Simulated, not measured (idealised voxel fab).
The process module that follows is named voxel gate over fins.
210 nm wide, 5 nm square cells: that's cross-section cut.
Heads up, the way a cross-section reads in here is a grid of square cells, handed over as bands from the top down, with every band being one or more rows of cells.
Per band: top height and bottom height in nm, followed by the left-to-right materials and their widths in nm; "everywhere" marks a single material spanning edge to edge, "blank" marks empty space.
The level at which height equals 0 is the one under which the wafer, as it arrives, is entirely one material. No lower edge exists for the bottom band, which continues downward and is notated as in "from 0 down".
Per-row width for "30..40": begins at first number (top row of band), ends at second number (bottom row), increment between rows held constant.
A step reported as "nothing was modified" is a step in which no cell of the cross-section changed.
If an empty space has no open way to the top and is at least 8 cells in size, "Internal closed voids" lists it, written width x height at distance, where distance is measured from the left edge and every value is in nm.
Where a step's line continues beyond its settings, the continuation is a remark by the simulator itself on that step.
"overlay nm" on a masked step: distance the mask lay right of its planned place, negative for left.

[Process steps (planned)]
1,RECEIVE [material Si]
2,CONFORMAL_DEP [material SiN] [thk nm 10]
3,PATTERN [tone cover] [mask id FINS] [material resist] [width nm 15] [pitch nm 45] [thk nm 15] [overlay nm 0]
4,DIRECTIONAL_ETCH [etch materials SiN] [depth nm 10]
5,DIRECTIONAL_ETCH [etch materials Si] [depth nm 40]
6,STRIP [etch materials resist]
7,OXIDIZE [depth nm 5]
8,FILL_DEP [material SiO2] [thk nm 5]
9,CMP [height nm 10]
10,SELECTIVE_ETCH [etch materials SiO2] [depth nm 20]
11,STRIP [etch materials SiN]
12,CONFORMAL_DEP [material HfO2] [thk nm 5]
13,CONFORMAL_DEP [material TiN] [thk nm 5]
14,FILL_DEP [material W] [thk nm 10]
15,CMP [height nm 15]
16,CONFORMAL_DEP [material SiCN] [thk nm 10]

[First wafer out of two, processed as planned]

[Cross-section of the incoming wafer, state after step 1]
- from 0 down | Si everywhere
- Internal closed voids: none

[Cross-section of the wafer subsequent to step 2]
- from 10 to 0 | SiN everywhere
- Everything under 0 stays put, no change at all.

[Cross-section of the wafer subsequent to step 3]
- from 25 to 10 | 50 of blank; 15 of resist; 30 of blank; 15 of resist; 30 of blank; 15 of resist; 55 of blank
- Everything under 10 stays put, no change at all.

[Cross-section of the wafer subsequent to step 4]
- from 25 to 10 | 50 of blank; 15 of resist; 30 of blank; 15 of resist; 30 of blank; 15 of resist; 55 of blank
- from 10 to 0 | 50 of blank; 15 of SiN; 30 of blank; 15 of SiN; 30 of blank; 15 of SiN; 55 of blank
- Everything under 0 stays put, no change at all.

[Cross-section of the wafer subsequent to step 5]
- from 25 to 10 | 50 of blank; 15 of resist; 30 of blank; 15 of resist; 30 of blank; 15 of resist; 55 of blank
- from 10 to 0 | 50 of blank; 15 of SiN; 30 of blank; 15 of SiN; 30 of blank; 15 of SiN; 55 of blank
- from 0 to -40 | 50 of blank; 15 of Si; 30 of blank; 15 of Si; 30 of blank; 15 of Si; 55 of blank
- Everything under -40 stays put, no change at all.

[Cross-section of the wafer subsequent to step 6]
- from 10 to 0 | 50 of blank; 15 of SiN; 30 of blank; 15 of SiN; 30 of blank; 15 of SiN; 55 of blank
- Everything under 0 stays put, no change at all.

[Cross-section of the wafer subsequent to step 7]
- from 10 to 0 | 50 of blank; 15 of SiN; 30 of blank; 15 of SiN; 30 of blank; 15 of SiN; 55 of blank
- from 0 to -40 | 50 of blank; 5 of SiO2; 5 of Si; 5 of SiO2; 30 of blank; 5 of SiO2; 5 of Si; 5 of SiO2; 30 of blank; 5 of SiO2; 5 of Si; 5 of SiO2; 55 of blank
- from -40 to -45 | 55 of SiO2; 5 of Si; 40 of SiO2; 5 of Si; 40 of SiO2; 5 of Si; 60 of SiO2
- Everything under -45 stays put, no change at all.

[Cross-section of the wafer subsequent to step 8]
- from 15 to 10 | SiO2 everywhere
- from 10 to 0 | 50 of SiO2; 15 of SiN; 30 of SiO2; 15 of SiN; 30 of SiO2; 15 of SiN; 55 of SiO2
- from 0 to -45 | 55 of SiO2; 5 of Si; 40 of SiO2; 5 of Si; 40 of SiO2; 5 of Si; 60 of SiO2
- Everything under -45 stays put, no change at all.

[Cross-section of the wafer subsequent to step 9]
- from 10 to 0 | 50 of SiO2; 15 of SiN; 30 of SiO2; 15 of SiN; 30 of SiO2; 15 of SiN; 55 of SiO2
- Everything under 0 stays put, no change at all.

[Cross-section of the wafer subsequent to step 10]
- from 10 to 0 | 50 of blank; 15 of SiN; 30 of blank; 15 of SiN; 30 of blank; 15 of SiN; 55 of blank
- from 0 to -10 | 55 of blank; 5 of Si; 40 of blank; 5 of Si; 40 of blank; 5 of Si; 60 of blank
- Everything under -10 stays put, no change at all.

[Cross-section of the wafer subsequent to step 11]
- from 0 to -10 | 55 of blank; 5 of Si; 40 of blank; 5 of Si; 40 of blank; 5 of Si; 60 of blank
- Everything under -10 stays put, no change at all.

[Cross-section of the wafer subsequent to step 12]
- from 5 to 0 | 50 of blank; 15 of HfO2; 30 of blank; 15 of HfO2; 30 of blank; 15 of HfO2; 55 of blank
- from 0 to -5 | 50 of blank; 5 of HfO2; 5 of Si; 5 of HfO2; 30 of blank; 5 of HfO2; 5 of Si; 5 of HfO2; 30 of blank; 5 of HfO2; 5 of Si; 5 of HfO2; 55 of blank
- from -5 to -10 | 55 of HfO2; 5 of Si; 40 of HfO2; 5 of Si; 40 of HfO2; 5 of Si; 60 of HfO2
- Everything under -10 stays put, no change at all.

[Cross-section of the wafer subsequent to step 13]
- from 10 to 5 | 45 of blank; 25 of TiN; 20 of blank; 25 of TiN; 20 of blank; 25 of TiN; 50 of blank
- from 5 to 0 | 45 of blank; 5 of TiN; 15 of HfO2; 5 of TiN; 20 of blank; 5 of TiN; 15 of HfO2; 5 of TiN; 20 of blank; 5 of TiN; 15 of HfO2; 5 of TiN; 50 of blank
- from 0 to -5 | 50 of TiN; 5 of HfO2; 5 of Si; 5 of HfO2; 30 of TiN; 5 of HfO2; 5 of Si; 5 of HfO2; 30 of TiN; 5 of HfO2; 5 of Si; 5 of HfO2; 55 of TiN
- Everything under -5 stays put, no change at all.

[Cross-section of the wafer subsequent to step 14]
- from 20 to 10 | W everywhere
- from 10 to 5 | 45 of W; 25 of TiN; 20 of W; 25 of TiN; 20 of W; 25 of TiN; 50 of W
- from 5 to 0 | 45 of W; 5 of TiN; 15 of HfO2; 5 of TiN; 20 of W; 5 of TiN; 15 of HfO2; 5 of TiN; 20 of W; 5 of TiN; 15 of HfO2; 5 of TiN; 50 of W
- Everything under 0 stays put, no change at all.

[Cross-section of the wafer subsequent to step 15]
- from 15 to 10 | W everywhere
- Everything under 10 stays put, no change at all.

[Cross-section of the wafer subsequent to step 16]
- from 25 to 15 | SiCN everywhere
- Everything under 15 stays put, no change at all.

[Wafer two of two - same starting point, same process plan, one mistake in execution; matches wafer one up to and including step 13]

[Second wafer shown in cross-section at the time step 14 was slated to end]
- from 20 to 10 | SiCN everywhere
- from 10 to 5 | 45 of SiCN; 25 of TiN; 20 of SiCN; 25 of TiN; 20 of SiCN; 25 of TiN; 50 of SiCN
- from 5 to 0 | 45 of SiCN; 5 of TiN; 15 of HfO2; 5 of TiN; 20 of SiCN; 5 of TiN; 15 of HfO2; 5 of TiN; 20 of SiCN; 5 of TiN; 15 of HfO2; 5 of TiN; 50 of SiCN
- Everything under 0 stays put, no change at all.

[Second wafer shown in cross-section at the time step 15 was slated to end]
- from 15 to 10 | SiCN everywhere
- Everything under 10 stays put, no change at all.

[Second wafer shown in cross-section at the time step 16 was slated to end]
- from 25 to 10 | SiCN everywhere
- Everything under 10 stays put, no change at all.
In executing the process, a mistake was made relative to the plan: step 14 was not run as planned; what actually ran was FILL_DEP [material SiCN] [thk nm 10]
The final cell counts differ between the wafers, with the second having more or fewer of some materials than the first: SiCN +96 | W -96
